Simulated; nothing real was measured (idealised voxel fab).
process module | voxel self aligned contacts
cross-section cut | 180 nm wide | cells 5 nm
A cross-section is a grid of square cells, given in bands from the top down. A band is one or more rows of cells.
Each band's line starts with the height of the band's top and of its bottom, in nm. Then come its materials from left to right, each with its width in nm. One material with "throughout" fills the band from edge to edge. "air" is empty space.
Height 0 is the level under which the wafer as received is all one material. The lowest band goes on downwards, as in "0 down".
A width such as "30 to 40" changes by the same amount from each row of cells to the next, from the band's top row to its bottom row.
"no change" after a step means that no cell of the cross-section changed.
closed voids: empty space of 8 cells or more with no open way to the top, each as width x height at its distance from the left edge, in nm
after a step's settings: what the simulator itself notes on the step
overlay nm, on a step with a mask: how far to the right of its planned place the mask lay; to the left if negative
plan
1 op RECEIVE | material Si
2 op CONFORMAL_DEP | material SiO2 | thk nm 5
3 op DIRECTIONAL_DEP | material polySi | thk nm 25
4 op DIRECTIONAL_DEP | material SiN | thk nm 20
5 op PATTERN | tone cover | mask id GATE | material resist | width nm 25 | pitch nm 65 | thk nm 20 | overlay nm 0
6 op DIRECTIONAL_ETCH | etch materials SiN | depth nm 20
7 op DIRECTIONAL_ETCH | etch materials polySi | depth nm 25
8 op STRIP | etch materials resist
9 op CONFORMAL_DEP | material SiN | thk nm 10
10 op DIRECTIONAL_ETCH | etch materials SiN | depth nm 10
11 op FILL_DEP | material SiO2 | thk nm 20
12 op CMP | height nm 60
13 op PATTERN | tone open | mask id CONTACT | material resist | width nm 50 | thk nm 15 | overlay nm 0
14 op DIRECTIONAL_ETCH | etch materials SiO2 | depth nm 60
15 op STRIP | etch materials resist
16 op CONFORMAL_DEP | material TiN | thk nm 5
17 op FILL_DEP | material Ru | thk nm 5
18 op CMP | height nm 60
19 op CONFORMAL_DEP | material SiCN | thk nm 5
as received, after step 1
  0 down: Si throughout
  closed voids: none
first wafer at the end, as planned
  65 to 60: SiCN throughout
  60 to 50: SiO2 65 | TiN 5 to 20 | Ru 40 to 10 | TiN 5 to 20 | SiO2 65
  50 to 30: SiO2 35 | SiN 45 | TiN 5 | Ru 10 | TiN 5 | SiN 45 | SiO2 35
  30 to 5: SiO2 35 | SiN 10 | polySi 25 | SiN 10 | TiN 5 | Ru 10 | TiN 5 | SiN 10 | polySi 25 | SiN 10 | SiO2 35
  5 to 0: SiO2 80 | TiN 20 | SiO2 80
  0 down: Si throughout
  closed voids: none
second wafer at the end: like start, like plan, one mistake
  65 to 60: SiCN throughout
  60 to 50: SiO2 65 | TiN 5 | Ru 40 | TiN 5 | SiO2 65
  50 to 45: SiO2 65 | TiN 20 | Ru 10 | TiN 20 | SiO2 65
  45 to 25: SiO2 35 | SiN 45 | TiN 5 | Ru 10 | TiN 5 | SiN 45 | SiO2 35
  25 to 5: SiO2 35 | SiN 10 | polySi 25 | SiN 10 | TiN 5 | Ru 10 | TiN 5 | SiN 10 | polySi 25 | SiN 10 | SiO2 35
  5 to 0: SiO2 35 | SiN 10 | polySi 25 | SiN 10 | TiN 20 | SiN 10 | polySi 25 | SiN 10 | SiO2 35
  0 down: Si throughout
  closed voids: none
what went wrong: step 2 was left out
at the end the second wafer has, in cells: 6 more of Ru | 6 fewer of SiO2
